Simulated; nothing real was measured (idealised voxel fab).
process module | voxel gate over fins
cross-section cut | 295 nm wide | cells 5 nm
A cross-section is a grid of square cells, given in bands from the top down. A band is one or more rows of cells.
Each band's line starts with the height of the band's top and of its bottom, in nm. Then come its materials from left to right, each with its width in nm. One material with "throughout" fills the band from edge to edge. "air" is empty space.
Height 0 is the level under which the wafer as received is all one material. The lowest band goes on downwards, as in "0 down".
A width such as "30 to 40" changes by the same amount from each row of cells to the next, from the band's top row to its bottom row.
"no change" after a step means that no cell of the cross-section changed.
closed voids: empty space of 8 cells or more with no open way to the top, each as width x height at its distance from the left edge, in nm
after a step's settings: what the simulator itself notes on the step
overlay nm, on a step with a mask: how far to the right of its planned place the mask lay; to the left if negative
plan
1 op RECEIVE | material Si
2 op CONFORMAL_DEP | material SiN | thk nm 10
3 op PATTERN | tone cover | mask id FINS | material resist | width nm 15 | pitch nm 45 | thk nm 15 | overlay nm 0
4 op DIRECTIONAL_ETCH | etch materials SiN | depth nm 10
5 op DIRECTIONAL_ETCH | etch materials Si | depth nm 40
6 op STRIP | etch materials resist
7 op OXIDIZE | depth nm 5
8 op FILL_DEP | material SiO2 | thk nm 15
9 op CMP | height nm 10
10 op SELECTIVE_ETCH | etch materials SiO2 | depth nm 25
11 op STRIP | etch materials SiN
12 op CONFORMAL_DEP | material HfO2 | thk nm 5
13 op CONFORMAL_DEP | material TiN | thk nm 5
14 op CONFORMAL_DEP | material TiAl | thk nm 5
15 op CONFORMAL_DEP | material TiN | thk nm 5
16 op FILL_DEP | material W | thk nm 15
17 op CMP | height nm 30
18 op CONFORMAL_DEP | material SiCN | thk nm 5
first wafer, as planned
as received, after step 1
  0 down: Si throughout
  closed voids: none
after step 2
  10 to 0: SiN throughout
  below 0: unchanged
after step 3
  25 to 10: air 70 | resist 15 | air 30 | resist 15 | air 30 | resist 15 | air 30 | resist 15 | air 75
  below 10: unchanged
after step 4
  25 to 10: air 70 | resist 15 | air 30 | resist 15 | air 30 | resist 15 | air 30 | resist 15 | air 75
  10 to 0: air 70 | SiN 15 | air 30 | SiN 15 | air 30 | SiN 15 | air 30 | SiN 15 | air 75
  below 0: unchanged
after step 5
  25 to 10: air 70 | resist 15 | air 30 | resist 15 | air 30 | resist 15 | air 30 | resist 15 | air 75
  10 to 0: air 70 | SiN 15 | air 30 | SiN 15 | air 30 | SiN 15 | air 30 | SiN 15 | air 75
  0 to -40: air 70 | Si 15 | air 30 | Si 15 | air 30 | Si 15 | air 30 | Si 15 | air 75
  below -40: unchanged
after step 6
  10 to 0: air 70 | SiN 15 | air 30 | SiN 15 | air 30 | SiN 15 | air 30 | SiN 15 | air 75
  below 0: unchanged
after step 7
  10 to 0: air 70 | SiN 15 | air 30 | SiN 15 | air 30 | SiN 15 | air 30 | SiN 15 | air 75
  0 to -40: air 70 | SiO2 5 | Si 5 | SiO2 5 | air 30 | SiO2 5 | Si 5 | SiO2 5 | air 30 | SiO2 5 | Si 5 | SiO2 5 | air 30 | SiO2 5 | Si 5 | SiO2 5 | air 75
  -40 to -45: SiO2 75 | Si 5 | SiO2 40 | Si 5 | SiO2 40 | Si 5 | SiO2 40 | Si 5 | SiO2 80
  below -45: unchanged
after step 8
  25 to 10: SiO2 throughout
  10 to 0: SiO2 70 | SiN 15 | SiO2 30 | SiN 15 | SiO2 30 | SiN 15 | SiO2 30 | SiN 15 | SiO2 75
  0 to -45: SiO2 75 | Si 5 | SiO2 40 | Si 5 | SiO2 40 | Si 5 | SiO2 40 | Si 5 | SiO2 80
  below -45: unchanged
after step 9
  10 to 0: SiO2 70 | SiN 15 | SiO2 30 | SiN 15 | SiO2 30 | SiN 15 | SiO2 30 | SiN 15 | SiO2 75
  below 0: unchanged
after step 10
  10 to 0: air 70 | SiN 15 | air 30 | SiN 15 | air 30 | SiN 15 | air 30 | SiN 15 | air 75
  0 to -15: air 75 | Si 5 | air 40 | Si 5 | air 40 | Si 5 | air 40 | Si 5 | air 80
  below -15: unchanged
after step 11
  0 to -15: air 75 | Si 5 | air 40 | Si 5 | air 40 | Si 5 | air 40 | Si 5 | air 80
  below -15: unchanged
after step 12
  5 to 0: air 70 | HfO2 15 | air 30 | HfO2 15 | air 30 | HfO2 15 | air 30 | HfO2 15 | air 75
  0 to -10: air 70 | HfO2 5 | Si 5 | HfO2 5 | air 30 | HfO2 5 | Si 5 | HfO2 5 | air 30 | HfO2 5 | Si 5 | HfO2 5 | air 30 | HfO2 5 | Si 5 | HfO2 5 | air 75
  -10 to -15: HfO2 75 | Si 5 | HfO2 40 | Si 5 | HfO2 40 | Si 5 | HfO2 40 | Si 5 | HfO2 80
  below -15: unchanged
after step 13
  10 to 5: air 65 | TiN 25 | air 20 | TiN 25 | air 20 | TiN 25 | air 20 | TiN 25 | air 70
  5 to 0: air 65 | TiN 5 | HfO2 15 | TiN 5 | air 20 | TiN 5 | HfO2 15 | TiN 5 | air 20 | TiN 5 | HfO2 15 | TiN 5 | air 20 | TiN 5 | HfO2 15 | TiN 5 | air 70
  0 to -5: air 65 | TiN 5 | HfO2 5 | Si 5 | HfO2 5 | TiN 5 | air 20 | TiN 5 | HfO2 5 | Si 5 | HfO2 5 | TiN 5 | air 20 | TiN 5 | HfO2 5 | Si 5 | HfO2 5 | TiN 5 | air 20 | TiN 5 | HfO2 5 | Si 5 | HfO2 5 | TiN 5 | air 70
  -5 to -10: TiN 70 | HfO2 5 | Si 5 | HfO2 5 | TiN 30 | HfO2 5 | Si 5 | HfO2 5 | TiN 30 | HfO2 5 | Si 5 | HfO2 5 | TiN 30 | HfO2 5 | Si 5 | HfO2 5 | TiN 75
  below -10: unchanged
after step 14
  15 to 10: air 60 | TiAl 35 | air 10 | TiAl 35 | air 10 | TiAl 35 | air 10 | TiAl 35 | air 65
  10 to 5: air 60 | TiAl 5 | TiN 25 | TiAl 5 | air 10 | TiAl 5 | TiN 25 | TiAl 5 | air 10 | TiAl 5 | TiN 25 | TiAl 5 | air 10 | TiAl 5 | TiN 25 | TiAl 5 | air 65
  5 to 0: air 60 | TiAl 5 | TiN 5 | HfO2 15 | TiN 5 | TiAl 5 | air 10 | TiAl 5 | TiN 5 | HfO2 15 | TiN 5 | TiAl 5 | air 10 | TiAl 5 | TiN 5 | HfO2 15 | TiN 5 | TiAl 5 | air 10 | TiAl 5 | TiN 5 | HfO2 15 | TiN 5 | TiAl 5 | air 65
  0 to -5: TiAl 65 | TiN 5 | HfO2 5 | Si 5 | HfO2 5 | TiN 5 | TiAl 20 | TiN 5 | HfO2 5 | Si 5 | HfO2 5 | TiN 5 | TiAl 20 | TiN 5 | HfO2 5 | Si 5 | HfO2 5 | TiN 5 | TiAl 20 | TiN 5 | HfO2 5 | Si 5 | HfO2 5 | TiN 5 | TiAl 70
  below -5: unchanged
after step 15
  20 to 15: air 55 | TiN 180 | air 60
  15 to 10: air 55 | TiN 5 | TiAl 35 | TiN 10 | TiAl 35 | TiN 10 | TiAl 35 | TiN 10 | TiAl 35 | TiN 5 | air 60
  10 to 5: air 55 | TiN 5 | TiAl 5 | TiN 25 | TiAl 5 | TiN 10 | TiAl 5 | TiN 25 | TiAl 5 | TiN 10 | TiAl 5 | TiN 25 | TiAl 5 | TiN 10 | TiAl 5 | TiN 25 | TiAl 5 | TiN 5 | air 60
  5 to 0: TiN 60 | TiAl 5 | TiN 5 | HfO2 15 | TiN 5 | TiAl 5 | TiN 10 | TiAl 5 | TiN 5 | HfO2 15 | TiN 5 | TiAl 5 | TiN 10 | TiAl 5 | TiN 5 | HfO2 15 | TiN 5 | TiAl 5 | TiN 10 | TiAl 5 | TiN 5 | HfO2 15 | TiN 5 | TiAl 5 | TiN 65
  below 0: unchanged
after step 16
  35 to 20: W throughout
  20 to 15: W 55 | TiN 180 | W 60
  15 to 10: W 55 | TiN 5 | TiAl 35 | TiN 10 | TiAl 35 | TiN 10 | TiAl 35 | TiN 10 | TiAl 35 | TiN 5 | W 60
  10 to 5: W 55 | TiN 5 | TiAl 5 | TiN 25 | TiAl 5 | TiN 10 | TiAl 5 | TiN 25 | TiAl 5 | TiN 10 | TiAl 5 | TiN 25 | TiAl 5 | TiN 10 | TiAl 5 | TiN 25 | TiAl 5 | TiN 5 | W 60
  below 5: unchanged
after step 17
  30 to 20: W throughout
  below 20: unchanged
after step 18
  35 to 30: SiCN throughout
  below 30: unchanged
second wafer: like start, like plan, one mistake. Through step 9 it matches the first wafer
when step 10 should have ended
  10 to 0: SiO2 70 | air 15 | SiO2 30 | air 15 | SiO2 30 | air 15 | SiO2 30 | air 15 | SiO2 75
  below 0: unchanged
when step 11 should have ended
  0 to -15: air 75 | Si 5 | air 40 | Si 5 | air 40 | Si 5 | air 40 | Si 5 | air 80
  -15 to -25: SiO2 45 | air 30 | Si 5 | air 40 | Si 5 | air 40 | Si 5 | air 40 | Si 5 | air 30 | SiO2 50
  below -25: unchanged
when step 12 should have ended
  5 to 0: air 70 | HfO2 15 | air 30 | HfO2 15 | air 30 | HfO2 15 | air 30 | HfO2 15 | air 75
  0 to -10: air 70 | HfO2 5 | Si 5 | HfO2 5 | air 30 | HfO2 5 | Si 5 | HfO2 5 | air 30 | HfO2 5 | Si 5 | HfO2 5 | air 30 | HfO2 5 | Si 5 | HfO2 5 | air 75
  -10 to -15: HfO2 50 | air 20 | HfO2 5 | Si 5 | HfO2 5 | air 30 | HfO2 5 | Si 5 | HfO2 5 | air 30 | HfO2 5 | Si 5 | HfO2 5 | air 30 | HfO2 5 | Si 5 | HfO2 5 | air 20 | HfO2 55
  -15 to -20: SiO2 45 | HfO2 5 | air 20 | HfO2 5 | Si 5 | HfO2 5 | air 30 | HfO2 5 | Si 5 | HfO2 5 | air 30 | HfO2 5 | Si 5 | HfO2 5 | air 30 | HfO2 5 | Si 5 | HfO2 5 | air 20 | HfO2 5 | SiO2 50
  -20 to -25: SiO2 45 | HfO2 30 | Si 5 | HfO2 40 | Si 5 | HfO2 40 | Si 5 | HfO2 40 | Si 5 | HfO2 30 | SiO2 50
  below -25: unchanged
when step 13 should have ended
  10 to 5: air 65 | TiN 25 | air 20 | TiN 25 | air 20 | TiN 25 | air 20 | TiN 25 | air 70
  5 to 0: air 65 | TiN 5 | HfO2 15 | TiN 5 | air 20 | TiN 5 | HfO2 15 | TiN 5 | air 20 | TiN 5 | HfO2 15 | TiN 5 | air 20 | TiN 5 | HfO2 15 | TiN 5 | air 70
  0 to -5: air 65 | TiN 5 | HfO2 5 | Si 5 | HfO2 5 | TiN 5 | air 20 | TiN 5 | HfO2 5 | Si 5 | HfO2 5 | TiN 5 | air 20 | TiN 5 | HfO2 5 | Si 5 | HfO2 5 | TiN 5 | air 20 | TiN 5 | HfO2 5 | Si 5 | HfO2 5 | TiN 5 | air 70
  -5 to -10: TiN 55 | air 10 | TiN 5 | HfO2 5 | Si 5 | HfO2 5 | TiN 5 | air 20 | TiN 5 | HfO2 5 | Si 5 | HfO2 5 | TiN 5 | air 20 | TiN 5 | HfO2 5 | Si 5 | HfO2 5 | TiN 5 | air 20 | TiN 5 | HfO2 5 | Si 5 | HfO2 5 | TiN 5 | air 10 | TiN 60
  -10 to -15: HfO2 50 | TiN 5 | air 10 | TiN 5 | HfO2 5 | Si 5 | HfO2 5 | TiN 5 | air 20 | TiN 5 | HfO2 5 | Si 5 | HfO2 5 | TiN 5 | air 20 | TiN 5 | HfO2 5 | Si 5 | HfO2 5 | TiN 5 | air 20 | TiN 5 | HfO2 5 | Si 5 | HfO2 5 | TiN 5 | air 10 | TiN 5 | HfO2 55
  -15 to -20: SiO2 45 | HfO2 5 | TiN 20 | HfO2 5 | Si 5 | HfO2 5 | TiN 30 | HfO2 5 | Si 5 | HfO2 5 | TiN 30 | HfO2 5 | Si 5 | HfO2 5 | TiN 30 | HfO2 5 | Si 5 | HfO2 5 | TiN 20 | HfO2 5 | SiO2 50
  below -20: unchanged
when step 14 should have ended
  15 to 10: air 60 | TiAl 35 | air 10 | TiAl 35 | air 10 | TiAl 35 | air 10 | TiAl 35 | air 65
  10 to 5: air 60 | TiAl 5 | TiN 25 | TiAl 5 | air 10 | TiAl 5 | TiN 25 | TiAl 5 | air 10 | TiAl 5 | TiN 25 | TiAl 5 | air 10 | TiAl 5 | TiN 25 | TiAl 5 | air 65
  5 to 0: air 60 | TiAl 5 | TiN 5 | HfO2 15 | TiN 5 | TiAl 5 | air 10 | TiAl 5 | TiN 5 | HfO2 15 | TiN 5 | TiAl 5 | air 10 | TiAl 5 | TiN 5 | HfO2 15 | TiN 5 | TiAl 5 | air 10 | TiAl 5 | TiN 5 | HfO2 15 | TiN 5 | TiAl 5 | air 65
  0 to -5: TiAl 65 | TiN 5 | HfO2 5 | Si 5 | HfO2 5 | TiN 5 | TiAl 5 | air 10 | TiAl 5 | TiN 5 | HfO2 5 | Si 5 | HfO2 5 | TiN 5 | TiAl 5 | air 10 | TiAl 5 | TiN 5 | HfO2 5 | Si 5 | HfO2 5 | TiN 5 | TiAl 5 | air 10 | TiAl 5 | TiN 5 | HfO2 5 | Si 5 | HfO2 5 | TiN 5 | TiAl 70
  -5 to -10: TiN 55 | TiAl 10 | TiN 5 | HfO2 5 | Si 5 | HfO2 5 | TiN 5 | TiAl 5 | air 10 | TiAl 5 | TiN 5 | HfO2 5 | Si 5 | HfO2 5 | TiN 5 | TiAl 5 | air 10 | TiAl 5 | TiN 5 | HfO2 5 | Si 5 | HfO2 5 | TiN 5 | TiAl 5 | air 10 | TiAl 5 | TiN 5 | HfO2 5 | Si 5 | HfO2 5 | TiN 5 | TiAl 10 | TiN 60
  -10 to -15: HfO2 50 | TiN 5 | TiAl 10 | TiN 5 | HfO2 5 | Si 5 | HfO2 5 | TiN 5 | TiAl 20 | TiN 5 | HfO2 5 | Si 5 | HfO2 5 | TiN 5 | TiAl 20 | TiN 5 | HfO2 5 | Si 5 | HfO2 5 | TiN 5 | TiAl 20 | TiN 5 | HfO2 5 | Si 5 | HfO2 5 | TiN 5 | TiAl 10 | TiN 5 | HfO2 55
  below -15: unchanged
when step 15 should have ended
  20 to 15: air 55 | TiN 180 | air 60
  15 to 10: air 55 | TiN 5 | TiAl 35 | TiN 10 | TiAl 35 | TiN 10 | TiAl 35 | TiN 10 | TiAl 35 | TiN 5 | air 60
  10 to 5: air 55 | TiN 5 | TiAl 5 | TiN 25 | TiAl 5 | TiN 10 | TiAl 5 | TiN 25 | TiAl 5 | TiN 10 | TiAl 5 | TiN 25 | TiAl 5 | TiN 10 | TiAl 5 | TiN 25 | TiAl 5 | TiN 5 | air 60
  5 to 0: TiN 60 | TiAl 5 | TiN 5 | HfO2 15 | TiN 5 | TiAl 5 | TiN 10 | TiAl 5 | TiN 5 | HfO2 15 | TiN 5 | TiAl 5 | TiN 10 | TiAl 5 | TiN 5 | HfO2 15 | TiN 5 | TiAl 5 | TiN 10 | TiAl 5 | TiN 5 | HfO2 15 | TiN 5 | TiAl 5 | TiN 65
  0 to -5: TiAl 65 | TiN 5 | HfO2 5 | Si 5 | HfO2 5 | TiN 5 | TiAl 5 | TiN 10 | TiAl 5 | TiN 5 | HfO2 5 | Si 5 | HfO2 5 | TiN 5 | TiAl 5 | TiN 10 | TiAl 5 | TiN 5 | HfO2 5 | Si 5 | HfO2 5 | TiN 5 | TiAl 5 | TiN 10 | TiAl 5 | TiN 5 | HfO2 5 | Si 5 | HfO2 5 | TiN 5 | TiAl 70
  -5 to -10: TiN 55 | TiAl 10 | TiN 5 | HfO2 5 | Si 5 | HfO2 5 | TiN 5 | TiAl 5 | TiN 10 | TiAl 5 | TiN 5 | HfO2 5 | Si 5 | HfO2 5 | TiN 5 | TiAl 5 | TiN 10 | TiAl 5 | TiN 5 | HfO2 5 | Si 5 | HfO2 5 | TiN 5 | TiAl 5 | TiN 10 | TiAl 5 | TiN 5 | HfO2 5 | Si 5 | HfO2 5 | TiN 5 | TiAl 10 | TiN 60
  below -10: unchanged
when step 16 should have ended
  35 to 20: W throughout
  20 to 15: W 55 | TiN 180 | W 60
  15 to 10: W 55 | TiN 5 | TiAl 35 | TiN 10 | TiAl 35 | TiN 10 | TiAl 35 | TiN 10 | TiAl 35 | TiN 5 | W 60
  10 to 5: W 55 | TiN 5 | TiAl 5 | TiN 25 | TiAl 5 | TiN 10 | TiAl 5 | TiN 25 | TiAl 5 | TiN 10 | TiAl 5 | TiN 25 | TiAl 5 | TiN 10 | TiAl 5 | TiN 25 | TiAl 5 | TiN 5 | W 60
  below 5: unchanged
when step 17 should have ended
  30 to 20: W throughout
  below 20: unchanged
when step 18 should have ended
  35 to 30: SiCN throughout
  below 30: unchanged
what went wrong: steps 10 and 11 were swapped
at the end the second wafer has, in cells: 20 more of HfO2 | 72 fewer of SiO2 | 20 more of TiAl | 32 more of TiN
